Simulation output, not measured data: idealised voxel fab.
Herein follows the process module entitled voxel double patterning.
It is cross-section cut that appears here, measuring 235 nm in width, its square cells being 5 nm in size.
Notation: cross-section as square-cell grid; stated in bands, top first, going down; one or more cell rows per band.
First you get the band's top height and its bottom height, in nm, and then the materials it's made of, left to right, with each width in nm. If you see a single material with "full width", that one covers the band edge to edge. "air" is empty space.
Zero point of the height axis is 0; under it, received wafer = one material. Lowest band: continues down indefinitely, "from 0 down".
It should be noted that a width expressed as "30..40" varies in equal increments from row to row of cells within the band, taking the value of the first number at the top row and that of the second number at the bottom row.
Basically "no modifications" means that step didn't change any cell in the cross-section.
If an empty space has no open way to the top and is at least 8 cells in size, "Closed void inventory" lists it, written width x height at distance, where distance is measured from the left edge and every value is in nm.
Post-settings text on a step line: simulator's own remark regarding the step.
For masked steps, "overlay nm" on the step line gives how far right of plan the mask actually lay; a minus sign means it lay to the left.
# Below is the list of planned process steps
1,RECEIVE with material Si
2,CONFORMAL_DEP with material SiN, thk nm 5
3,DIRECTIONAL_DEP with material SiO2, thk nm 15
4,DIRECTIONAL_DEP with material SiCN, thk nm 10
5,PATTERN with tone open, mask id FIRST, material resist, width nm 15, pitch nm 50, thk nm 15, overlay nm 0
6,DIRECTIONAL_ETCH with etch materials SiCN, depth nm 10
7,STRIP with etch materials resist
8,MASKED_ETCH with tone open, mask id SECOND, width nm 15, etch materials SiCN, depth nm 10, overlay nm 0
9,DIRECTIONAL_ETCH with etch materials SiO2, depth nm 15
10,STRIP with etch materials SiCN
# Below: the first of two wafers, run as planned
# Cross-section of the wafer as it came to us, i.e., already through step 1
* from 0 down: Si full width
* Closed void inventory: none
# Wafer xsec, post step 2
* from 5 to 0: SiN full width
* Rest of section, below 0: as before.
# Wafer xsec, post step 3
* from 20 to 5: SiO2 full width
* Rest of section, below 5: as before.
# Wafer xsec, post step 4
* from 30 to 20: SiCN full width
* Rest of section, below 20: as before.
# Wafer xsec, post step 5
* from 45 to 30: resist: 85 | air: 15 | resist: 35 | air: 15 | resist: 85
* Rest of section, below 30: as before.
# Wafer xsec, post step 6
* from 45 to 30: resist: 85 | air: 15 | resist: 35 | air: 15 | resist: 85
* from 30 to 20: SiCN: 85 | air: 15 | SiCN: 35 | air: 15 | SiCN: 85
* Rest of section, below 20: as before.
# Wafer xsec, post step 7
* from 30 to 20: SiCN: 85 | air: 15 | SiCN: 35 | air: 15 | SiCN: 85
* Rest of section, below 20: as before.
# Wafer xsec, post step 8
* from 30 to 20: SiCN: 85 | air: 15 | SiCN: 10 | air: 15 | SiCN: 10 | air: 15 | SiCN: 85
* Rest of section, below 20: as before.
# Wafer xsec, post step 9
* from 30 to 20: SiCN: 85 | air: 15 | SiCN: 10 | air: 15 | SiCN: 10 | air: 15 | SiCN: 85
* from 20 to 5: SiO2: 85 | air: 15 | SiO2: 10 | air: 15 | SiO2: 10 | air: 15 | SiO2: 85
* Rest of section, below 5: as before.
# Wafer xsec, post step 10
* from 20 to 5: SiO2: 85 | air: 15 | SiO2: 10 | air: 15 | SiO2: 10 | air: 15 | SiO2: 85
* Rest of section, below 5: as before.
# The second wafer: identical to the first at the outset and in its planned sequence, differing only in that one mistake was made during processing; up to and including step 1, its path is the first wafer's path
Cross-section of the second wafer when, according to plan, step 2 should have finished: no modifications
# Cross-section of the second wafer when, according to plan, step 3 should have finished
* from 15 to 0: SiO2 full width
* Rest of section, below 0: as before.
# Cross-section of the second wafer when, according to plan, step 4 should have finished
* from 25 to 15: SiCN full width
* Rest of section, below 15: as before.
# Cross-section of the second wafer when, according to plan, step 5 should have finished
* from 40 to 25: resist: 85 | air: 15 | resist: 35 | air: 15 | resist: 85
* Rest of section, below 25: as before.
# Cross-section of the second wafer when, according to plan, step 6 should have finished
* from 40 to 25: resist: 85 | air: 15 | resist: 35 | air: 15 | resist: 85
* from 25 to 15: SiCN: 85 | air: 15 | SiCN: 35 | air: 15 | SiCN: 85
* Rest of section, below 15: as before.
# Cross-section of the second wafer when, according to plan, step 7 should have finished
* from 25 to 15: SiCN: 85 | air: 15 | SiCN: 35 | air: 15 | SiCN: 85
* Rest of section, below 15: as before.
# Cross-section of the second wafer when, according to plan, step 8 should have finished
* from 25 to 15: SiCN: 85 | air: 15 | SiCN: 10 | air: 15 | SiCN: 10 | air: 15 | SiCN: 85
* Rest of section, below 15: as before.
# Cross-section of the second wafer when, according to plan, step 9 should have finished
* from 25 to 15: SiCN: 85 | air: 15 | SiCN: 10 | air: 15 | SiCN: 10 | air: 15 | SiCN: 85
* from 15 to 0: SiO2: 85 | air: 15 | SiO2: 10 | air: 15 | SiO2: 10 | air: 15 | SiO2: 85
* Rest of section, below 0: as before.
# Cross-section of the second wafer when, according to plan, step 10 should have finished
* from 15 to 0: SiO2: 85 | air: 15 | SiO2: 10 | air: 15 | SiO2: 10 | air: 15 | SiO2: 85
* Rest of section, below 0: as before.
What went wrong in running the wafer? yeah, step 2 of the plan got skipped, never ran
at the end the second wafer has, in cells: SiN -47
